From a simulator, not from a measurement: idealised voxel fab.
process module | voxel trench capacitor
cross-section cut | 245 nm wide | cells 5 nm
A cross-section is a grid of square cells, given in bands from the top down. A band is one or more rows of cells.
Each band's line starts with the height of the band's top and of its bottom, in nm. Then come its materials from left to right, each with its width in nm. One material with "throughout" fills the band from edge to edge. "air" is empty space.
Height 0 is the level under which the wafer as received is all one material. The lowest band goes on downwards, as in "0 down".
A width such as "30 to 40" changes by the same amount from each row of cells to the next, from the band's top row to its bottom row.
"no change" after a step means that no cell of the cross-section changed.
closed voids: empty space of 8 cells or more with no open way to the top, each as width x height at its distance from the left edge, in nm
after a step's settings: what the simulator itself notes on the step
overlay nm, on a step with a mask: how far to the right of its planned place the mask lay; to the left if negative
plan
1 op RECEIVE | material Si
2 op CONFORMAL_DEP | material SiN | thk nm 10
3 op PATTERN | tone open | mask id TRENCH | material resist | width nm 25 | pitch nm 55 | thk nm 20 | overlay nm 0
4 op DIRECTIONAL_ETCH | etch materials SiN | depth nm 10
5 op DIRECTIONAL_ETCH | etch materials Si | depth nm 25
6 op STRIP | etch materials resist
7 op CONFORMAL_DEP | material Al2O3 | thk nm 5
8 op CONFORMAL_DEP | material TiN | thk nm 5
9 op FILL_DEP | material W | thk nm 10
10 op CMP | height nm 10
as received, after step 1
  0 down: Si throughout
  closed voids: none
a wafer at the end: this start, this plan, one mistake
  10 to 0: Al2O3 throughout
  0 down: Si throughout
  closed voids: none
what went wrong: step 2 ran as: op CONFORMAL_DEP | material Al2O3 | thk nm 10
